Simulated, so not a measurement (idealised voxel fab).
process module | voxel transistor to metal
cross-section cut | 165 nm wide | cells 5 nm
A cross-section is a grid of square cells, given in bands from the top down. A band is one or more rows of cells.
Each band's line starts with the height of the band's top and of its bottom, in nm. Then come its materials from left to right, each with its width in nm. One material with "throughout" fills the band from edge to edge. "air" is empty space.
Height 0 is the level under which the wafer as received is all one material. The lowest band goes on downwards, as in "0 down".
A width such as "30 to 40" changes by the same amount from each row of cells to the next, from the band's top row to its bottom row.
"no change" after a step means that no cell of the cross-section changed.
closed voids: empty space of 8 cells or more with no open way to the top, each as width x height at its distance from the left edge, in nm
after a step's settings: what the simulator itself notes on the step
overlay nm, on a step with a mask: how far to the right of its planned place the mask lay; to the left if negative
plan
1 op RECEIVE | material Si
2 op OXIDIZE | depth nm 5
3 op CONFORMAL_DEP | material SiN | thk nm 15
4 op DIRECTIONAL_DEP | material aC | thk nm 10
5 op PATTERN | tone cover | mask id ACTIVE | material resist | width nm 115 | thk nm 30 | overlay nm 0
6 op DIRECTIONAL_ETCH | etch materials aC | depth nm 10
7 op STRIP | etch materials resist
8 op DIRECTIONAL_ETCH | etch materials SiN | depth nm 15
9 op DIRECTIONAL_ETCH | etch materials SiO2 | depth nm 5
10 op DIRECTIONAL_ETCH | etch materials Si | depth nm 20
11 op STRIP | etch materials aC
12 op OXIDIZE | depth nm 5
13 op FILL_DEP | material SiO2 | thk nm 15
14 op CMP | height nm 15
15 op SELECTIVE_ETCH | etch materials SiO2 | depth nm 10
16 op STRIP | etch materials SiN
17 op SELECTIVE_ETCH | etch materials SiO2 | depth nm 5
18 op OXIDIZE | depth nm 5
19 op DIRECTIONAL_DEP | material polySi | thk nm 20
20 op DIRECTIONAL_DEP | material SiCN | thk nm 15
21 op MASKED_ETCH | tone cover | mask id GATE | width nm 25 | etch materials SiCN | depth nm 25 | overlay nm 0
22 op MASKED_ETCH | tone cover | mask id GATE | width nm 25 | etch materials polySi | depth nm 30 | overlay nm 0
23 op CONFORMAL_DEP | material SiO2 | thk nm 5
24 op DIRECTIONAL_ETCH | etch materials SiO2 | depth nm 5
25 op CONFORMAL_DEP | material SiN | thk nm 5
26 op DIRECTIONAL_ETCH | etch materials SiN | depth nm 5
27 op DIRECTIONAL_ETCH | etch materials SiO2 | depth nm 5
28 op DIRECTIONAL_ETCH | etch materials Si | depth nm 5
29 op EPI | material SiGe | thk nm 10
30 op FILL_DEP | material SiO2 | thk nm 5
31 op CMP | height nm 15
32 op STRIP | etch materials polySi
33 op SELECTIVE_ETCH | etch materials SiO2 | depth nm 5
34 op CONFORMAL_DEP | material HfO2 | thk nm 5
35 op CONFORMAL_DEP | material TiN | thk nm 5
36 op FILL_DEP | material W | thk nm 5
37 op CMP | height nm 10
38 op DIRECTIONAL_DEP | material SiO2 | thk nm 15
39 op PATTERN | tone open | mask id CONTACT | material resist | width nm 15 | pitch nm 80 | thk nm 15 | overlay nm 0
40 op DIRECTIONAL_ETCH | etch materials SiO2 | depth nm 30
41 op STRIP | etch materials resist
42 op CONFORMAL_DEP | material TiN | thk nm 5
43 op FILL_DEP | material Ru | thk nm 5
44 op CMP | height nm 25
45 op DIRECTIONAL_DEP | material TiN | thk nm 5
46 op DIRECTIONAL_DEP | material Ru | thk nm 15
47 op MASKED_ETCH | tone cover | mask id METAL_1 | width nm 15 | pitch nm 80 | etch materials Ru | depth nm 15 | overlay nm 0
48 op MASKED_ETCH | tone cover | mask id METAL_1 | width nm 15 | pitch nm 80 | etch materials TiN | depth nm 5 | overlay nm 0
49 op CONFORMAL_DEP | material SiN | thk nm 5
50 op FILL_DEP | material SiO2 | thk nm 5
51 op CMP | height nm 45
52 op CONFORMAL_DEP | material SiCN | thk nm 5
53 op DIRECTIONAL_DEP | material SiO2 | thk nm 35
54 op PATTERN | tone open | mask id METAL_2 | material resist | width nm 15 | pitch nm 80 | thk nm 20 | overlay nm 0
55 op DIRECTIONAL_ETCH | etch materials SiO2 | depth nm 20
56 op STRIP | etch materials resist
57 op PATTERN | tone open | mask id METAL_2_HOLES | material resist | width nm 15 | pitch nm 80 | thk nm 15 | overlay nm 0
58 op DIRECTIONAL_ETCH | etch materials SiO2 | depth nm 15
59 op DIRECTIONAL_ETCH | etch materials SiCN | depth nm 5
60 op STRIP | etch materials resist
61 op CONFORMAL_DEP | material TiN | thk nm 5
62 op FILL_DEP | material Cu | thk nm 5
63 op CMP | height nm 85
64 op CONFORMAL_DEP | material SiCN | thk nm 5
varied across the wafers: thk nm of step 49. The plan shows the first wafer's value. All wafers start alike
first wafer as received, after step 1
  0 down: Si throughout
  closed voids: none
each wafer at the end: cells of each material gained (+) or lost (-) since it was received, then its closed voids
thk nm 5 | +14 Cu | +13 HfO2 | +28 Ru | -126 Si | +60 SiCN | +28 SiGe | +47 SiN | +449 SiO2 | +75 TiN | +6 W | closed voids: none
thk nm 10 | +14 Cu | +13 HfO2 | +28 Ru | -126 Si | +60 SiCN | +28 SiGe | +78 SiN | +418 SiO2 | +75 TiN | +6 W | closed voids: none
thk nm 15 | +14 Cu | +13 HfO2 | +28 Ru | -126 Si | +60 SiCN | +28 SiGe | +101 SiN | +395 SiO2 | +75 TiN | +6 W | closed voids: none
thk nm 20 | +14 Cu | +13 HfO2 | +28 Ru | -126 Si | +60 SiCN | +28 SiGe | +116 SiN | +380 SiO2 | +75 TiN | +6 W | closed voids: none
